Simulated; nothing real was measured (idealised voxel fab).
process module | voxel wiring stack
cross-section cut | 295 nm wide | cells 5 nm
A cross-section is a grid of square cells, given in bands from the top down. A band is one or more rows of cells.
Each band's line starts with the height of the band's top and of its bottom, in nm. Then come its materials from left to right, each with its width in nm. One material with "throughout" fills the band from edge to edge. "air" is empty space.
Height 0 is the level under which the wafer as received is all one material. The lowest band goes on downwards, as in "0 down".
A width such as "30 to 40" changes by the same amount from each row of cells to the next, from the band's top row to its bottom row.
"no change" after a step means that no cell of the cross-section changed.
closed voids: empty space of 8 cells or more with no open way to the top, each as width x height at its distance from the left edge, in nm
after a step's settings: what the simulator itself notes on the step
overlay nm, on a step with a mask: how far to the right of its planned place the mask lay; to the left if negative
Each pair below shows a cross-section before one step and the cross-section after it, down to the lowest band that changed. The line under each pair gives the step between them, with its settings. The pairs can come from different runs of this module on the same starting wafer, so a pair continues from the pair above only where its "before" says so.
before
  130 to 110: lowk 80 | air 25 | lowk 30 | air 25 | lowk 30 | air 25 | lowk 80
  110 to 105: SiCN throughout
  105 to 85: SiO2 80 | Ru 15 | SiO2 95 | Ru 15 | SiO2 90
  85 to 80: SiCN 80 | Ru 15 | SiCN 95 | Ru 15 | SiCN 90
  80 to 55: SiO2 85 | TiN 5 | Ru 10 | TiN 5 | SiO2 35 | TiN 5 | Ru 10 | TiN 5 | SiO2 35 | TiN 5 | Ru 10 | TiN 5 | SiO2 80
  55 to 50: SiCN 85 | TiN 20 | SiCN 35 | TiN 20 | SiCN 35 | TiN 20 | SiCN 80
  50 to 40: lowk 80 | Ru 15 | lowk 40 | Ru 15 | lowk 40 | Ru 15 | lowk 90
  40 to 35: SiCN 80 | Ru 15 | SiCN 40 | Ru 15 | SiCN 40 | Ru 15 | SiCN 90
  35 to 20: lowk 80 | TiN 5 | Cu 15 | TiN 5 | lowk 30 | TiN 5 | Cu 15 | TiN 5 | lowk 30 | TiN 5 | Cu 15 | TiN 5 | lowk 80
  20 to 15: SiN 80 | TiN 25 | SiN 30 | TiN 25 | SiN 30 | TiN 25 | SiN 80
  15 to 0: SiO2 throughout
  0 down: Si throughout
  closed voids: none
after
  130 to 110: lowk 80 | air 25 | lowk 30 | air 25 | lowk 30 | air 25 | lowk 80
  110 to 105: SiCN 80 | air 25 | SiCN 30 | air 25 | SiCN 30 | air 25 | SiCN 80
  below 105: unchanged
  closed voids: none
the step between: op MASKED_ETCH | tone open | mask id METAL_3 | width nm 25 | pitch nm 55 | etch materials SiCN | depth nm 5 | overlay nm 0
before: the cross-section after the pair above
after
  135 to 130: TiN 85 | air 15 | TiN 40 | air 15 | TiN 40 | air 15 | TiN 85
  130 to 110: lowk 80 | TiN 5 | air 15 | TiN 5 | lowk 30 | TiN 5 | air 15 | TiN 5 | lowk 30 | TiN 5 | air 15 | TiN 5 | lowk 80
  110 to 105: SiCN 80 | TiN 25 | SiCN 30 | TiN 25 | SiCN 30 | TiN 25 | SiCN 80
  below 105: unchanged
  closed voids: none
the step between: op CONFORMAL_DEP | material TiN | thk nm 5
before: the cross-section after the pair above
after
  145 to 135: W throughout
  135 to 130: TiN 85 | W 15 | TiN 40 | W 15 | TiN 40 | W 15 | TiN 85
  130 to 110: lowk 80 | TiN 5 | W 15 | TiN 5 | lowk 30 | TiN 5 | W 15 | TiN 5 | lowk 30 | TiN 5 | W 15 | TiN 5 | lowk 80
  below 110: unchanged
  closed voids: none
the step between: op FILL_DEP | material W | thk nm 10
before: the cross-section after the pair above
after
  130 to 110: lowk 80 | TiN 5 | W 15 | TiN 5 | lowk 30 | TiN 5 | W 15 | TiN 5 | lowk 30 | TiN 5 | W 15 | TiN 5 | lowk 80
  below 110: unchanged
  closed voids: none
the step between: op CMP | height nm 130
before: the cross-section after the pair above
after
  135 to 130: SiCN throughout
  below 130: unchanged
  closed voids: none
the step between: op CONFORMAL_DEP | material SiCN | thk nm 5
before: the cross-section after the pair above
after
  170 to 135: SiO2 throughout
  below 135: unchanged
  closed voids: none
the step between: op DIRECTIONAL_DEP | material SiO2 | thk nm 35
before: the cross-section after the pair above
after
  170 to 135: SiO2 80 | air 15 | SiO2 40 | air 15 | SiO2 40 | air 15 | SiO2 90
  below 135: unchanged
  closed voids: none
the step between: op MASKED_ETCH | tone open | mask id METAL_4_HOLES | width nm 15 | pitch nm 55 | etch materials SiO2 | depth nm 35 | overlay nm 0
before: the cross-section after the pair above
after
  190 to 170: resist 80 | air 25 | resist 30 | air 25 | resist 30 | air 25 | resist 80
  below 170: unchanged
  closed voids: none
the step between: op PATTERN | tone open | mask id METAL_4 | material resist | width nm 25 | pitch nm 55 | thk nm 20 | overlay nm 0
before: the cross-section after the pair above
after
  190 to 170: resist 80 | air 25 | resist 30 | air 25 | resist 30 | air 25 | resist 80
  170 to 150: SiO2 80 | air 25 | SiO2 30 | air 25 | SiO2 30 | air 25 | SiO2 80
  below 150: unchanged
  closed voids: none
the step between: op DIRECTIONAL_ETCH | etch materials SiO2 | depth nm 20
before: the cross-section after the pair above
after
  190 to 170: resist 80 | air 25 | resist 30 | air 25 | resist 30 | air 25 | resist 80
  170 to 150: SiO2 80 | air 25 | SiO2 30 | air 25 | SiO2 30 | air 25 | SiO2 80
  150 to 135: SiO2 80 | air 15 | SiO2 40 | air 15 | SiO2 40 | air 15 | SiO2 90
  135 to 130: SiCN 80 | air 15 | SiCN 40 | air 15 | SiCN 40 | air 15 | SiCN 90
  below 130: unchanged
  closed voids: none
the step between: op DIRECTIONAL_ETCH | etch materials SiCN | depth nm 5
before: the cross-section after the pair above
after
  170 to 150: SiO2 80 | air 25 | SiO2 30 | air 25 | SiO2 30 | air 25 | SiO2 80
  below 150: unchanged
  closed voids: none
the step between: op STRIP | etch materials resist
before: the cross-section after the pair above
after
  175 to 170: TiN 85 | air 15 | TiN 40 | air 15 | TiN 40 | air 15 | TiN 85
  170 to 155: SiO2 80 | TiN 5 | air 15 | TiN 5 | SiO2 30 | TiN 5 | air 15 | TiN 5 | SiO2 30 | TiN 5 | air 15 | TiN 5 | SiO2 80
  155 to 150: SiO2 80 | TiN 5 | air 5 | TiN 15 | SiO2 30 | TiN 5 | air 5 | TiN 15 | SiO2 30 | TiN 5 | air 5 | TiN 15 | SiO2 80
  150 to 135: SiO2 80 | TiN 5 | air 5 | TiN 5 | SiO2 40 | TiN 5 | air 5 | TiN 5 | SiO2 40 | TiN 5 | air 5 | TiN 5 | SiO2 90
  135 to 130: SiCN 80 | TiN 15 | SiCN 40 | TiN 15 | SiCN 40 | TiN 15 | SiCN 90
  below 130: unchanged
  closed voids: none
the step between: op CONFORMAL_DEP | material TiN | thk nm 5
before: the cross-section after the pair above
after
  185 to 175: Ru throughout
  175 to 170: TiN 85 | Ru 15 | TiN 40 | Ru 15 | TiN 40 | Ru 15 | TiN 85
  170 to 155: SiO2 80 | TiN 5 | Ru 15 | TiN 5 | SiO2 30 | TiN 5 | Ru 15 | TiN 5 | SiO2 30 | TiN 5 | Ru 15 | TiN 5 | SiO2 80
  155 to 150: SiO2 80 | TiN 5 | Ru 5 | TiN 15 | SiO2 30 | TiN 5 | Ru 5 | TiN 15 | SiO2 30 | TiN 5 | Ru 5 | TiN 15 | SiO2 80
  150 to 135: SiO2 80 | TiN 5 | Ru 5 | TiN 5 | SiO2 40 | TiN 5 | Ru 5 | TiN 5 | SiO2 40 | TiN 5 | Ru 5 | TiN 5 | SiO2 90
  below 135: unchanged
  closed voids: none
the step between: op FILL_DEP | material Ru | thk nm 10
before: the cross-section after the pair above
after
  170 to 155: SiO2 80 | TiN 5 | Ru 15 | TiN 5 | SiO2 30 | TiN 5 | Ru 15 | TiN 5 | SiO2 30 | TiN 5 | Ru 15 | TiN 5 | SiO2 80
  below 155: unchanged
  closed voids: none
the step between: op CMP | height nm 170
before: the cross-section after the pair above
after
  175 to 170: SiCN throughout
  below 170: unchanged
  closed voids: none
the step between: op CONFORMAL_DEP | material SiCN | thk nm 5
before
  35 to 20: lowk throughout
  20 to 15: SiN throughout
  15 to 0: SiO2 throughout
  0 down: Si throughout
  closed voids: none
after
  50 to 35: resist 90 | air 25 | resist 30 | air 25 | resist 30 | air 25 | resist 70
  below 35: unchanged
  closed voids: none
the step between: op PATTERN | tone open | mask id METAL_1 | material resist | width nm 25 | pitch nm 55 | thk nm 15 | overlay nm 10
before: the cross-section after the pair above
after
  50 to 35: resist 90 | air 25 | resist 30 | air 25 | resist 30 | air 25 | resist 70
  35 to 20: lowk 90 | air 25 | lowk 30 | air 25 | lowk 30 | air 25 | lowk 70
  below 20: unchanged
  closed voids: none
the step between: op DIRECTIONAL_ETCH | etch materials lowk | depth nm 15
before: the cross-section after the pair above
after
  50 to 35: resist 90 | air 25 | resist 30 | air 25 | resist 30 | air 25 | resist 70
  35 to 20: lowk 90 | air 25 | lowk 30 | air 25 | lowk 30 | air 25 | lowk 70
  20 to 15: SiN 90 | air 25 | SiN 30 | air 25 | SiN 30 | air 25 | SiN 70
  below 15: unchanged
  closed voids: none
the step between: op DIRECTIONAL_ETCH | etch materials SiN | depth nm 5
before: the cross-section after the pair above
after
  35 to 20: lowk 90 | air 25 | lowk 30 | air 25 | lowk 30 | air 25 | lowk 70
  below 20: unchanged
  closed voids: none
the step between: op STRIP | etch materials resist
before: the cross-section after the pair above
after
  40 to 35: TiN 95 | air 15 | TiN 40 | air 15 | TiN 40 | air 15 | TiN 75
  35 to 20: lowk 90 | TiN 5 | air 15 | TiN 5 | lowk 30 | TiN 5 | air 15 | TiN 5 | lowk 30 | TiN 5 | air 15 | TiN 5 | lowk 70
  20 to 15: SiN 90 | TiN 25 | SiN 30 | TiN 25 | SiN 30 | TiN 25 | SiN 70
  below 15: unchanged
  closed voids: none
the step between: op CONFORMAL_DEP | material TiN | thk nm 5
before: the cross-section after the pair above
after
  50 to 40: Cu throughout
  40 to 35: TiN 95 | Cu 15 | TiN 40 | Cu 15 | TiN 40 | Cu 15 | TiN 75
  35 to 20: lowk 90 | TiN 5 | Cu 15 | TiN 5 | lowk 30 | TiN 5 | Cu 15 | TiN 5 | lowk 30 | TiN 5 | Cu 15 | TiN 5 | lowk 70
  below 20: unchanged
  closed voids: none
the step between: op FILL_DEP | material Cu | thk nm 10
before: the cross-section after the pair above
after
  35 to 20: lowk 90 | TiN 5 | Cu 15 | TiN 5 | lowk 30 | TiN 5 | Cu 15 | TiN 5 | lowk 30 | TiN 5 | Cu 15 | TiN 5 | lowk 70
  below 20: unchanged
  closed voids: none
the step between: op CMP | height nm 35
before: the cross-section after the pair above
after
  40 to 35: SiCN throughout
  below 35: unchanged
  closed voids: none
the step between: op CONFORMAL_DEP | material SiCN | thk nm 5
before: the cross-section after the pair above
after
  50 to 40: lowk throughout
  below 40: unchanged
  closed voids: none
the step between: op DIRECTIONAL_DEP | material lowk | thk nm 10
before: the cross-section after the pair above
after
  70 to 50: resist 80 | air 15 | resist 40 | air 15 | resist 40 | air 15 | resist 90
  below 50: unchanged
  closed voids: none
the step between: op PATTERN | tone open | mask id PLUG_1 | material resist | width nm 15 | pitch nm 55 | thk nm 20 | overlay nm 0
before: the cross-section after the pair above
after
  70 to 50: resist 80 | air 15 | resist 40 | air 15 | resist 40 | air 15 | resist 90
  50 to 40: lowk 80 | air 15 | lowk 40 | air 15 | lowk 40 | air 15 | lowk 90
  below 40: unchanged
  closed voids: none
the step between: op DIRECTIONAL_ETCH | etch materials lowk | depth nm 10
before: the cross-section after the pair above
after
  70 to 50: resist 80 | air 15 | resist 40 | air 15 | resist 40 | air 15 | resist 90
  50 to 40: lowk 80 | air 15 | lowk 40 | air 15 | lowk 40 | air 15 | lowk 90
  40 to 35: SiCN 80 | air 15 | SiCN 40 | air 15 | SiCN 40 | air 15 | SiCN 90
  below 35: unchanged
  closed voids: none
the step between: op DIRECTIONAL_ETCH | etch materials SiCN | depth nm 5
before: the cross-section after the pair above
after
  50 to 40: lowk 80 | air 15 | lowk 40 | air 15 | lowk 40 | air 15 | lowk 90
  below 40: unchanged
  closed voids: none
the step between: op STRIP | etch materials resist
before: the cross-section after the pair above
after
  50 to 45: lowk 80 | air 15 | lowk 40 | air 15 | lowk 40 | air 15 | lowk 90
  45 to 40: lowk 80 | Ru 15 | lowk 40 | Ru 15 | lowk 40 | Ru 15 | lowk 90
  40 to 35: SiCN 80 | Ru 15 | SiCN 40 | Ru 15 | SiCN 40 | Ru 15 | SiCN 90
  below 35: unchanged
  closed voids: none
the step between: op EPI | material Ru | thk nm 10
before: the cross-section after the pair above
after
  50 to 40: lowk 80 | Ru 15 | lowk 40 | Ru 15 | lowk 40 | Ru 15 | lowk 90
  below 40: unchanged
  closed voids: none
the step between: op EPI | material Ru | thk nm 5
before: the cross-section after the pair above
after
  55 to 50: SiCN throughout
  below 50: unchanged
  closed voids: none
the step between: op CONFORMAL_DEP | material SiCN | thk nm 5
before: the cross-section after the pair above
after
  80 to 55: SiO2 throughout
  below 55: unchanged
  closed voids: none
the step between: op DIRECTIONAL_DEP | material SiO2 | thk nm 25
before: the cross-section after the pair above
after
  95 to 80: resist 80 | air 25 | resist 30 | air 25 | resist 30 | air 25 | resist 80
  below 80: unchanged
  closed voids: none
the step between: op PATTERN | tone open | mask id METAL_2 | material resist | width nm 25 | pitch nm 55 | thk nm 15 | overlay nm 0
before: the cross-section after the pair above
after
  95 to 80: resist 80 | air 25 | resist 30 | air 25 | resist 30 | air 25 | resist 80
  80 to 55: SiO2 80 | air 25 | SiO2 30 | air 25 | SiO2 30 | air 25 | SiO2 80
  below 55: unchanged
  closed voids: none
the step between: op DIRECTIONAL_ETCH | etch materials SiO2 | depth nm 25
before: the cross-section after the pair above
after
  95 to 80: resist 80 | air 25 | resist 30 | air 25 | resist 30 | air 25 | resist 80
  80 to 55: SiO2 80 | air 25 | SiO2 30 | air 25 | SiO2 30 | air 25 | SiO2 80
  55 to 50: SiCN 80 | air 25 | SiCN 30 | air 25 | SiCN 30 | air 25 | SiCN 80
  below 50: unchanged
  closed voids: none
the step between: op DIRECTIONAL_ETCH | etch materials SiCN | depth nm 5
before: the cross-section after the pair above
after
  80 to 55: SiO2 80 | air 25 | SiO2 30 | air 25 | SiO2 30 | air 25 | SiO2 80
  below 55: unchanged
  closed voids: none
the step between: op STRIP | etch materials resist
before: the cross-section after the pair above
after
  85 to 80: TiN 85 | air 15 | TiN 40 | air 15 | TiN 40 | air 15 | TiN 85
  80 to 55: SiO2 80 | TiN 5 | air 15 | TiN 5 | SiO2 30 | TiN 5 | air 15 | TiN 5 | SiO2 30 | TiN 5 | air 15 | TiN 5 | SiO2 80
  55 to 50: SiCN 80 | TiN 25 | SiCN 30 | TiN 25 | SiCN 30 | TiN 25 | SiCN 80
  below 50: unchanged
  closed voids: none
the step between: op CONFORMAL_DEP | material TiN | thk nm 5
before: the cross-section after the pair above
after
  90 to 85: Ru throughout
  85 to 80: TiN 85 | Ru 15 | TiN 40 | Ru 15 | TiN 40 | Ru 15 | TiN 85
  80 to 55: SiO2 80 | TiN 5 | Ru 15 | TiN 5 | SiO2 30 | TiN 5 | Ru 15 | TiN 5 | SiO2 30 | TiN 5 | Ru 15 | TiN 5 | SiO2 80
  below 55: unchanged
  closed voids: none
the step between: op FILL_DEP | material Ru | thk nm 5
before: the cross-section after the pair above
after
  80 to 55: SiO2 80 | TiN 5 | Ru 15 | TiN 5 | SiO2 30 | TiN 5 | Ru 15 | TiN 5 | SiO2 30 | TiN 5 | Ru 15 | TiN 5 | SiO2 80
  below 55: unchanged
  closed voids: none
the step between: op CMP | height nm 80
before: the cross-section after the pair above
after
  85 to 80: SiCN throughout
  below 80: unchanged
  closed voids: none
the step between: op CONFORMAL_DEP | material SiCN | thk nm 5
before: the cross-section after the pair above
after
  105 to 85: SiO2 throughout
  below 85: unchanged
  closed voids: none
the step between: op DIRECTIONAL_DEP | material SiO2 | thk nm 20
before: the cross-section after the pair above
after
  105 to 85: SiO2 80 | air 15 | SiO2 95 | air 15 | SiO2 90
  below 85: unchanged
  closed voids: none
the step between: op MASKED_ETCH | tone open | mask id PLUG_2 | width nm 15 | pitch nm 110 | etch materials SiO2 | depth nm 20 | overlay nm 0
before: the cross-section after the pair above
after
  105 to 85: SiO2 80 | air 15 | SiO2 95 | air 15 | SiO2 90
  85 to 80: SiCN 80 | air 15 | SiCN 95 | air 15 | SiCN 90
  below 80: unchanged
  closed voids: none
the step between: op MASKED_ETCH | tone open | mask id PLUG_2 | width nm 15 | pitch nm 110 | etch materials SiCN | depth nm 5 | overlay nm 0
before: the cross-section after the pair above
after
  105 to 90: SiO2 80 | air 15 | SiO2 95 | air 15 | SiO2 90
  90 to 85: SiO2 80 | Ru 15 | SiO2 95 | Ru 15 | SiO2 90
  85 to 80: SiCN 80 | Ru 15 | SiCN 95 | Ru 15 | SiCN 90
  below 80: unchanged
  closed voids: none
the step between: op EPI | material Ru | thk nm 10
before: the cross-section after the pair above
after
  105 to 100: SiO2 80 | air 15 | SiO2 95 | air 15 | SiO2 90
  100 to 85: SiO2 80 | Ru 15 | SiO2 95 | Ru 15 | SiO2 90
  below 85: unchanged
  closed voids: none
the step between: op EPI | material Ru | thk nm 10
before: the cross-section after the pair above
after
  105 to 85: SiO2 80 | Ru 15 | SiO2 95 | Ru 15 | SiO2 90
  below 85: unchanged
  closed voids: none
the step between: op EPI | material Ru | thk nm 5
before: the cross-section after the pair above
after
  110 to 105: SiCN throughout
  below 105: unchanged
  closed voids: none
the step between: op CONFORMAL_DEP | material SiCN | thk nm 5
before: the cross-section after the pair above
after
  130 to 110: lowk throughout
  below 110: unchanged
  closed voids: none
the step between: op DIRECTIONAL_DEP | material lowk | thk nm 20
before: the cross-section after the pair above
after
  130 to 110: lowk 80 | air 25 | lowk 30 | air 25 | lowk 30 | air 25 | lowk 80
  below 110: unchanged
  closed voids: none
the step between: op MASKED_ETCH | tone open | mask id METAL_3 | width nm 25 | pitch nm 55 | etch materials lowk | depth nm 20 | overlay nm 0
before: the cross-section after the pair above
after
  130 to 110: lowk 80 | air 25 | lowk 30 | air 25 | lowk 30 | air 25 | lowk 80
  110 to 105: SiCN 80 | air 25 | SiCN 30 | air 25 | SiCN 30 | air 25 | SiCN 80
  below 105: unchanged
  closed voids: none
the step between: op MASKED_ETCH | tone open | mask id METAL_3 | width nm 25 | pitch nm 55 | etch materials SiCN | depth nm 5 | overlay nm 0
before: the cross-section after the pair above
after
  135 to 130: TiN 85 | air 15 | TiN 40 | air 15 | TiN 40 | air 15 | TiN 85
  130 to 110: lowk 80 | TiN 5 | air 15 | TiN 5 | lowk 30 | TiN 5 | air 15 | TiN 5 | lowk 30 | TiN 5 | air 15 | TiN 5 | lowk 80
  110 to 105: SiCN 80 | TiN 25 | SiCN 30 | TiN 25 | SiCN 30 | TiN 25 | SiCN 80
  below 105: unchanged
  closed voids: none
the step between: op CONFORMAL_DEP | material TiN | thk nm 5
before: the cross-section after the pair above
after
  145 to 135: W throughout
  135 to 130: TiN 85 | W 15 | TiN 40 | W 15 | TiN 40 | W 15 | TiN 85
  130 to 110: lowk 80 | TiN 5 | W 15 | TiN 5 | lowk 30 | TiN 5 | W 15 | TiN 5 | lowk 30 | TiN 5 | W 15 | TiN 5 | lowk 80
  below 110: unchanged
  closed voids: none
the step between: op FILL_DEP | material W | thk nm 10
before: the cross-section after the pair above
after
  130 to 110: lowk 80 | TiN 5 | W 15 | TiN 5 | lowk 30 | TiN 5 | W 15 | TiN 5 | lowk 30 | TiN 5 | W 15 | TiN 5 | lowk 80
  below 110: unchanged
  closed voids: none
the step between: op CMP | height nm 130
before: the cross-section after the pair above
after
  135 to 130: SiCN throughout
  below 130: unchanged
  closed voids: none
the step between: op CONFORMAL_DEP | material SiCN | thk nm 5
before: the cross-section after the pair above
after
  170 to 135: SiO2 throughout
  below 135: unchanged
  closed voids: none
the step between: op DIRECTIONAL_DEP | material SiO2 | thk nm 35
before: the cross-section after the pair above
after
  170 to 135: SiO2 80 | air 15 | SiO2 40 | air 15 | SiO2 40 | air 15 | SiO2 90
  below 135: unchanged
  closed voids: none
the step between: op MASKED_ETCH | tone open | mask id METAL_4_HOLES | width nm 15 | pitch nm 55 | etch materials SiO2 | depth nm 35 | overlay nm 0
before: the cross-section after the pair above
after
  190 to 170: resist 80 | air 25 | resist 30 | air 25 | resist 30 | air 25 | resist 80
  below 170: unchanged
  closed voids: none
the step between: op PATTERN | tone open | mask id METAL_4 | material resist | width nm 25 | pitch nm 55 | thk nm 20 | overlay nm 0
before: the cross-section after the pair above
after
  190 to 170: resist 80 | air 25 | resist 30 | air 25 | resist 30 | air 25 | resist 80
  170 to 150: SiO2 80 | air 25 | SiO2 30 | air 25 | SiO2 30 | air 25 | SiO2 80
  below 150: unchanged
  closed voids: none
the step between: op DIRECTIONAL_ETCH | etch materials SiO2 | depth nm 20
before: the cross-section after the pair above
after
  190 to 170: resist 80 | air 25 | resist 30 | air 25 | resist 30 | air 25 | resist 80
  170 to 150: SiO2 80 | air 25 | SiO2 30 | air 25 | SiO2 30 | air 25 | SiO2 80
  150 to 135: SiO2 80 | air 15 | SiO2 40 | air 15 | SiO2 40 | air 15 | SiO2 90
  135 to 130: SiCN 80 | air 15 | SiCN 40 | air 15 | SiCN 40 | air 15 | SiCN 90
  below 130: unchanged
  closed voids: none
the step between: op DIRECTIONAL_ETCH | etch materials SiCN | depth nm 5
before: the cross-section after the pair above
after
  170 to 150: SiO2 80 | air 25 | SiO2 30 | air 25 | SiO2 30 | air 25 | SiO2 80
  below 150: unchanged
  closed voids: none
the step between: op STRIP | etch materials resist
before: the cross-section after the pair above
after
  175 to 170: TiN 85 | air 15 | TiN 40 | air 15 | TiN 40 | air 15 | TiN 85
  170 to 155: SiO2 80 | TiN 5 | air 15 | TiN 5 | SiO2 30 | TiN 5 | air 15 | TiN 5 | SiO2 30 | TiN 5 | air 15 | TiN 5 | SiO2 80
  155 to 150: SiO2 80 | TiN 5 | air 5 | TiN 15 | SiO2 30 | TiN 5 | air 5 | TiN 15 | SiO2 30 | TiN 5 | air 5 | TiN 15 | SiO2 80
  150 to 135: SiO2 80 | TiN 5 | air 5 | TiN 5 | SiO2 40 | TiN 5 | air 5 | TiN 5 | SiO2 40 | TiN 5 | air 5 | TiN 5 | SiO2 90
  135 to 130: SiCN 80 | TiN 15 | SiCN 40 | TiN 15 | SiCN 40 | TiN 15 | SiCN 90
  below 130: unchanged
  closed voids: none
the step between: op CONFORMAL_DEP | material TiN | thk nm 5
before: the cross-section after the pair above
after
  185 to 175: Ru throughout
  175 to 170: TiN 85 | Ru 15 | TiN 40 | Ru 15 | TiN 40 | Ru 15 | TiN 85
  170 to 155: SiO2 80 | TiN 5 | Ru 15 | TiN 5 | SiO2 30 | TiN 5 | Ru 15 | TiN 5 | SiO2 30 | TiN 5 | Ru 15 | TiN 5 | SiO2 80
  155 to 150: SiO2 80 | TiN 5 | Ru 5 | TiN 15 | SiO2 30 | TiN 5 | Ru 5 | TiN 15 | SiO2 30 | TiN 5 | Ru 5 | TiN 15 | SiO2 80
  150 to 135: SiO2 80 | TiN 5 | Ru 5 | TiN 5 | SiO2 40 | TiN 5 | Ru 5 | TiN 5 | SiO2 40 | TiN 5 | Ru 5 | TiN 5 | SiO2 90
  below 135: unchanged
  closed voids: none
the step between: op FILL_DEP | material Ru | thk nm 10
before: the cross-section after the pair above
after
  170 to 155: SiO2 80 | TiN 5 | Ru 15 | TiN 5 | SiO2 30 | TiN 5 | Ru 15 | TiN 5 | SiO2 30 | TiN 5 | Ru 15 | TiN 5 | SiO2 80
  below 155: unchanged
  closed voids: none
the step between: op CMP | height nm 170
before: the cross-section after the pair above
after
  175 to 170: SiCN throughout
  below 170: unchanged
  closed voids: none
the step between: op CONFORMAL_DEP | material SiCN | thk nm 5
before
  130 to 110: lowk 80 | air 25 | lowk 30 | air 25 | lowk 30 | air 25 | lowk 80
  110 to 105: SiCN 80 | air 25 | SiCN 30 | air 25 | SiCN 30 | air 25 | SiCN 80
  105 to 85: SiO2 80 | Ru 15 | SiO2 95 | Ru 15 | SiO2 90
  85 to 80: SiCN 80 | Ru 15 | SiCN 95 | Ru 15 | SiCN 90
  80 to 55: SiO2 80 | TiN 5 | Ru 15 | TiN 5 | SiO2 30 | TiN 5 | Ru 15 | TiN 5 | SiO2 30 | TiN 5 | Ru 15 | TiN 5 | SiO2 80
  55 to 50: SiCN 80 | TiN 25 | SiCN 30 | TiN 25 | SiCN 30 | TiN 25 | SiCN 80
  50 to 40: lowk 80 | Ru 15 | lowk 40 | Ru 15 | lowk 40 | Ru 15 | lowk 90
  40 to 35: SiCN 80 | Ru 15 | SiCN 40 | Ru 15 | SiCN 40 | Ru 15 | SiCN 90
  35 to 20: lowk 80 | TiN 5 | Cu 15 | TiN 5 | lowk 30 | TiN 5 | Cu 15 | TiN 5 | lowk 30 | TiN 5 | Cu 15 | TiN 5 | lowk 80
  20 to 15: SiN 80 | TiN 25 | SiN 30 | TiN 25 | SiN 30 | TiN 25 | SiN 80
  15 to 0: SiO2 throughout
  0 down: Si throughout
  closed voids: none
after
  135 to 130: SiO2 85 | air 15 | SiO2 40 | air 15 | SiO2 40 | air 15 | SiO2 85
  130 to 110: lowk 80 | SiO2 5 | air 15 | SiO2 5 | lowk 30 | SiO2 5 | air 15 | SiO2 5 | lowk 30 | SiO2 5 | air 15 | SiO2 5 | lowk 80
  110 to 105: SiCN 80 | SiO2 25 | SiCN 30 | SiO2 25 | SiCN 30 | SiO2 25 | SiCN 80
  below 105: unchanged
  closed voids: none
the step between: op CONFORMAL_DEP | material SiO2 | thk nm 5
before: the cross-section after the pair above
after
  145 to 135: W throughout
  135 to 130: SiO2 85 | W 15 | SiO2 40 | W 15 | SiO2 40 | W 15 | SiO2 85
  130 to 110: lowk 80 | SiO2 5 | W 15 | SiO2 5 | lowk 30 | SiO2 5 | W 15 | SiO2 5 | lowk 30 | SiO2 5 | W 15 | SiO2 5 | lowk 80
  below 110: unchanged
  closed voids: none
the step between: op FILL_DEP | material W | thk nm 10
before: the cross-section after the pair above
after
  130 to 110: lowk 80 | SiO2 5 | W 15 | SiO2 5 | lowk 30 | SiO2 5 | W 15 | SiO2 5 | lowk 30 | SiO2 5 | W 15 | SiO2 5 | lowk 80
  below 110: unchanged
  closed voids: none
the step between: op CMP | height nm 130
before: the cross-section after the pair above
after
  135 to 130: SiCN throughout
  below 130: unchanged
  closed voids: none
the step between: op CONFORMAL_DEP | material SiCN | thk nm 5
before: the cross-section after the pair above
after
  170 to 135: SiO2 throughout
  below 135: unchanged
  closed voids: none
the step between: op DIRECTIONAL_DEP | material SiO2 | thk nm 35
before: the cross-section after the pair above
after
  170 to 135: SiO2 80 | air 15 | SiO2 40 | air 15 | SiO2 40 | air 15 | SiO2 90
  below 135: unchanged
  closed voids: none
the step between: op MASKED_ETCH | tone open | mask id METAL_4_HOLES | width nm 15 | pitch nm 55 | etch materials SiO2 | depth nm 35 | overlay nm 0
before: the cross-section after the pair above
after
  190 to 170: resist 80 | air 25 | resist 30 | air 25 | resist 30 | air 25 | resist 80
  below 170: unchanged
  closed voids: none
the step between: op PATTERN | tone open | mask id METAL_4 | material resist | width nm 25 | pitch nm 55 | thk nm 20 | overlay nm 0
before: the cross-section after the pair above
after
  190 to 170: resist 80 | air 25 | resist 30 | air 25 | resist 30 | air 25 | resist 80
  170 to 150: SiO2 80 | air 25 | SiO2 30 | air 25 | SiO2 30 | air 25 | SiO2 80
  below 150: unchanged
  closed voids: none
the step between: op DIRECTIONAL_ETCH | etch materials SiO2 | depth nm 20
before: the cross-section after the pair above
after
  190 to 170: resist 80 | air 25 | resist 30 | air 25 | resist 30 | air 25 | resist 80
  170 to 150: SiO2 80 | air 25 | SiO2 30 | air 25 | SiO2 30 | air 25 | SiO2 80
  150 to 135: SiO2 80 | air 15 | SiO2 40 | air 15 | SiO2 40 | air 15 | SiO2 90
  135 to 130: SiCN 80 | air 15 | SiCN 40 | air 15 | SiCN 40 | air 15 | SiCN 90
  below 130: unchanged
  closed voids: none
the step between: op DIRECTIONAL_ETCH | etch materials SiCN | depth nm 5
before: the cross-section after the pair above
after
  170 to 150: SiO2 80 | air 25 | SiO2 30 | air 25 | SiO2 30 | air 25 | SiO2 80
  below 150: unchanged
  closed voids: none
the step between: op STRIP | etch materials resist
before: the cross-section after the pair above
after
  175 to 170: TiN 85 | air 15 | TiN 40 | air 15 | TiN 40 | air 15 | TiN 85
  170 to 155: SiO2 80 | TiN 5 | air 15 | TiN 5 | SiO2 30 | TiN 5 | air 15 | TiN 5 | SiO2 30 | TiN 5 | air 15 | TiN 5 | SiO2 80
  155 to 150: SiO2 80 | TiN 5 | air 5 | TiN 15 | SiO2 30 | TiN 5 | air 5 | TiN 15 | SiO2 30 | TiN 5 | air 5 | TiN 15 | SiO2 80
  150 to 135: SiO2 80 | TiN 5 | air 5 | TiN 5 | SiO2 40 | TiN 5 | air 5 | TiN 5 | SiO2 40 | TiN 5 | air 5 | TiN 5 | SiO2 90
  135 to 130: SiCN 80 | TiN 15 | SiCN 40 | TiN 15 | SiCN 40 | TiN 15 | SiCN 90
  below 130: unchanged
  closed voids: none
the step between: op CONFORMAL_DEP | material TiN | thk nm 5
before: the cross-section after the pair above
after
  185 to 175: Ru throughout
  175 to 170: TiN 85 | Ru 15 | TiN 40 | Ru 15 | TiN 40 | Ru 15 | TiN 85
  170 to 155: SiO2 80 | TiN 5 | Ru 15 | TiN 5 | SiO2 30 | TiN 5 | Ru 15 | TiN 5 | SiO2 30 | TiN 5 | Ru 15 | TiN 5 | SiO2 80
  155 to 150: SiO2 80 | TiN 5 | Ru 5 | TiN 15 | SiO2 30 | TiN 5 | Ru 5 | TiN 15 | SiO2 30 | TiN 5 | Ru 5 | TiN 15 | SiO2 80
  150 to 135: SiO2 80 | TiN 5 | Ru 5 | TiN 5 | SiO2 40 | TiN 5 | Ru 5 | TiN 5 | SiO2 40 | TiN 5 | Ru 5 | TiN 5 | SiO2 90
  below 135: unchanged
  closed voids: none
the step between: op FILL_DEP | material Ru | thk nm 10
before: the cross-section after the pair above
after
  170 to 155: SiO2 80 | TiN 5 | Ru 15 | TiN 5 | SiO2 30 | TiN 5 | Ru 15 | TiN 5 | SiO2 30 | TiN 5 | Ru 15 | TiN 5 | SiO2 80
  below 155: unchanged
  closed voids: none
the step between: op CMP | height nm 170
